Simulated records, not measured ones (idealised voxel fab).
process module | voxel capacitor over wiring
For reference, the cross-section in this document is cut, with width 205 nm and square cells of 5 nm.
For the purposes of this document, a cross-section shall be understood as a grid of square cells, specified as bands listed in top-to-bottom order, each band consisting of one or more rows of cells. First you get the band's top height and its bottom height, in nm, and then the materials it's made of, left to right, with each width in nm. If you see a single material with "all across", that one covers the band edge to edge. "blank" is empty space. Ref level 0: as-received wafer is one material below here. Bottom band extends down with no lower bound ("0..down"). A two-number width, for instance "30 to 40", indicates that the width is equal to the first number in the top row of the band and to the second number in the bottom row, and that it changes by a constant amount per row of cells. "nothing was modified", as given for a step, is the statement that not any cell of the cross-section underwent a change during that step. In the "Sealed-off cavities" entry, you get each enclosed empty space of 8 cells or more, one with no open way to the top, written width x height at distance, distance from the left edge, in nm. after a step's settings: what the simulator itself notes on the step. On any step carrying a mask, the "overlay nm" setting, if present on the step's line, tells how far right of its planned place the mask lay; negative values point to the left.

LISTED BELOW ARE THE PROCESS STEPS AS PLANNED
1 RECEIVE [material Si]
2 CONFORMAL_DEP [material SiO2] [thk nm 10]
3 CONFORMAL_DEP [material SiCN] [thk nm 5]
4 DIRECTIONAL_DEP [material SiO2] [thk nm 25]
5 MASKED_ETCH [tone open] [mask id METAL_1] [width nm 20] [pitch nm 75] [etch materials SiO2] [depth nm 25] [overlay nm 0]
6 MASKED_ETCH [tone open] [mask id METAL_1] [width nm 20] [pitch nm 75] [etch materials SiCN] [depth nm 5] [overlay nm 0]
7 CONFORMAL_DEP [material TiN] [thk nm 5]
8 FILL_DEP [material Cu] [thk nm 5]
9 CMP [height nm 40]
10 CONFORMAL_DEP [material SiCN] [thk nm 5]
11 DIRECTIONAL_DEP [material lowk] [thk nm 20]
12 PATTERN [tone open] [mask id PLUG_1] [material resist] [width nm 15] [thk nm 20] [overlay nm 0]
13 DIRECTIONAL_ETCH [etch materials lowk] [depth nm 20]
14 DIRECTIONAL_ETCH [etch materials SiCN] [depth nm 5]
15 STRIP [etch materials resist]
16 EPI [material Ru] [thk nm 10]
17 EPI [material Ru] [thk nm 10]
18 EPI [material Ru] [thk nm 5]
19 DIRECTIONAL_DEP [material TiN] [thk nm 10]
20 DIRECTIONAL_DEP [material SiN] [thk nm 5]
21 DIRECTIONAL_DEP [material TiN] [thk nm 10]
22 PATTERN [tone cover] [mask id UPPER_PLATE] [material resist] [width nm 60] [thk nm 15] [overlay nm 0]
23 DIRECTIONAL_ETCH [etch materials TiN] [depth nm 10]
24 DIRECTIONAL_ETCH [etch materials SiN] [depth nm 5]
25 STRIP [etch materials resist]
26 DIRECTIONAL_DEP [material aC] [thk nm 15]
27 PATTERN [tone cover] [mask id LOWER_PLATE] [material resist] [width nm 70] [thk nm 30] [overlay nm 0]
28 DIRECTIONAL_ETCH [etch materials aC] [depth nm 15]
29 STRIP [etch materials resist]
30 DIRECTIONAL_ETCH [etch materials TiN] [depth nm 10]
31 STRIP [etch materials aC]
32 FILL_DEP [material SiO2] [thk nm 15]
33 CMP [height nm 100]
34 PATTERN [tone open] [mask id PLUG_2] [material resist] [width nm 15] [thk nm 15] [overlay nm 0]
35 DIRECTIONAL_ETCH [etch materials SiO2] [depth nm 10]
36 STRIP [etch materials resist]
37 CONFORMAL_DEP [material TiN] [thk nm 5]
38 FILL_DEP [material Ru] [thk nm 5]
39 CMP [height nm 100]
40 CONFORMAL_DEP [material SiCN] [thk nm 5]

CROSS-SECTION OF THE WAFER UPON ARRIVAL, REPRESENTING THE STATE REACHED AFTER STEP 1
	0..down | Si all across
	Sealed-off cavities: none

THE FOLLOWING CROSS-SECTION DEPICTS THE WAFER UPON CONCLUSION OF THE MODULE. PROCESSING COMMENCED FROM THE STARTING CONDITION ILLUSTRATED ABOVE AND ADHERED TO THE PLAN ILLUSTRATED ABOVE, SAVE FOR ONE MISTAKE IN EXECUTION
	105..100 | SiCN all across
	100..95 | SiO2 70, then TiN 5, then SiN 45, then SiO2 85
	95..90 | SiO2 55, then TiN 5, then SiO2 10, then TiN 55, then SiO2 80
	90..85 | SiO2 55, then TiN 70, then SiO2 80
	85..80 | lowk 60, then TiN 15, then lowk 130
	80..75 | lowk 60, then SiN 15, then lowk 130
	75..65 | lowk 60, then TiN 15, then lowk 130
	65..45 | lowk all across
	45..40 | SiCN all across
	40..15 | SiO2 55, then TiN 5, then Cu 10, then TiN 5, then SiO2 55, then TiN 5, then Cu 10, then TiN 5, then SiO2 55
	15..10 | SiCN 55, then TiN 20, then SiCN 55, then TiN 20, then SiCN 55
	10..0 | SiO2 all across
	0..down | Si all across
	Sealed-off cavities: none
In executing the process, a mistake was made relative to the plan: the plan had its step 11 run twice
